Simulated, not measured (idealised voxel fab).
process module | voxel wiring stack
cross-section cut | 190 nm wide | cells 5 nm
A cross-section is a grid of square cells, given in bands from the top down. A band is one or more rows of cells.
Each band's line starts with the height of the band's top and of its bottom, in nm. Then come its materials from left to right, each with its width in nm. One material with "throughout" fills the band from edge to edge. "air" is empty space.
Height 0 is the level under which the wafer as received is all one material. The lowest band goes on downwards, as in "0 down".
A width such as "30 to 40" changes by the same amount from each row of cells to the next, from the band's top row to its bottom row.
"no change" after a step means that no cell of the cross-section changed.
closed voids: empty space of 8 cells or more with no open way to the top, each as width x height at its distance from the left edge, in nm
after a step's settings: what the simulator itself notes on the step
overlay nm, on a step with a mask: how far to the right of its planned place the mask lay; to the left if negative
plan
1 op RECEIVE | material Si
2 op CONFORMAL_DEP | material SiO2 | thk nm 10
3 op CONFORMAL_DEP | material SiN | thk nm 5
4 op DIRECTIONAL_DEP | material lowk | thk nm 15
5 op DIRECTIONAL_DEP | material aC | thk nm 10
6 op PATTERN | tone open | mask id METAL_1 | material resist | width nm 30 | pitch nm 60 | thk nm 30 | overlay nm 0
7 op DIRECTIONAL_ETCH | etch materials aC | depth nm 10
8 op STRIP | etch materials resist
9 op DIRECTIONAL_ETCH | etch materials lowk | depth nm 15
10 op DIRECTIONAL_ETCH | etch materials SiN | depth nm 5
11 op STRIP | etch materials aC
12 op CONFORMAL_DEP | material TiN | thk nm 5
13 op FILL_DEP | material Cu | thk nm 10
14 op CMP | height nm 30
15 op EPI | material Ru | thk nm 5
16 op FILL_DEP | material SiCN | thk nm 5
17 op DIRECTIONAL_DEP | material SiO2 | thk nm 15
18 op PATTERN | tone open | mask id PLUG_1 | material resist | width nm 15 | pitch nm 60 | thk nm 20 | overlay nm 0
19 op DIRECTIONAL_ETCH | etch materials SiO2 | depth nm 15
20 op DIRECTIONAL_ETCH | etch materials SiCN | depth nm 5
21 op STRIP | etch materials resist
22 op CONFORMAL_DEP | material TiN | thk nm 5
23 op FILL_DEP | material Ru | thk nm 10
24 op CMP | height nm 55
25 op DIRECTIONAL_DEP | material TiN | thk nm 5
26 op DIRECTIONAL_DEP | material W | thk nm 20
27 op MASKED_ETCH | tone cover | mask id METAL_2 | width nm 30 | pitch nm 60 | etch materials W | depth nm 20 | overlay nm 0
28 op MASKED_ETCH | tone cover | mask id METAL_2 | width nm 30 | pitch nm 60 | etch materials TiN | depth nm 5 | overlay nm 0
29 op FILL_DEP | material SiO2 | thk nm 5
30 op CMP | height nm 80
31 op CONFORMAL_DEP | material SiCN | thk nm 5
as received, after step 1
  0 down: Si throughout
  closed voids: none
first wafer at the end, as planned
  85 to 80: SiCN throughout
  80 to 60: SiO2 20 | W 30 | SiO2 30 | W 30 | SiO2 30 | W 30 | SiO2 20
  60 to 55: SiO2 20 | TiN 30 | SiO2 30 | TiN 30 | SiO2 30 | TiN 30 | SiO2 20
  55 to 40: SiO2 20 | TiN 5 | Ru 5 | TiN 5 | SiO2 45 | TiN 5 | Ru 5 | TiN 5 | SiO2 45 | TiN 5 | Ru 5 | TiN 5 | SiO2 35
  40 to 35: SiCN 20 | TiN 15 | SiCN 45 | TiN 15 | SiCN 45 | TiN 15 | SiCN 35
  35 to 30: SiCN 15 | Ru 40 | SiCN 20 | Ru 40 | SiCN 20 | Ru 40 | SiCN 15
  30 to 15: lowk 20 | TiN 5 | Cu 20 | TiN 5 | lowk 30 | TiN 5 | Cu 20 | TiN 5 | lowk 30 | TiN 5 | Cu 20 | TiN 5 | lowk 20
  15 to 10: SiN 20 | TiN 30 | SiN 30 | TiN 30 | SiN 30 | TiN 30 | SiN 20
  10 to 0: SiO2 throughout
  0 down: Si throughout
  closed voids: none
second wafer at the end: like start, like plan, one mistake
  85 to 80: SiCN throughout
  80 to 60: SiO2 20 | W 30 | SiO2 30 | W 30 | SiO2 30 | W 30 | SiO2 20
  60 to 55: SiO2 20 | TiN 30 | SiO2 30 | TiN 30 | SiO2 30 | TiN 30 | SiO2 20
  55 to 40: SiO2 20 | TiN 5 | Ru 5 | TiN 5 | SiO2 45 | TiN 5 | Ru 5 | TiN 5 | SiO2 45 | TiN 5 | Ru 5 | TiN 5 | SiO2 35
  40 to 35: SiCN 20 | TiN 15 | SiCN 45 | TiN 15 | SiCN 45 | TiN 15 | SiCN 35
  35 to 30: SiCN 15 | Ru 40 | SiCN 20 | Ru 40 | SiCN 20 | Ru 40 | SiCN 15
  30 to 25: SiN 20 | TiN 30 | SiN 30 | TiN 30 | SiN 30 | TiN 30 | SiN 20
  25 to 10: lowk throughout
  10 to 0: SiO2 throughout
  0 down: Si throughout
  closed voids: none
what went wrong: steps 3 and 4 were swapped
at the end the second wafer has, in cells: 36 fewer of Cu | 18 fewer of TiN | 54 more of lowk
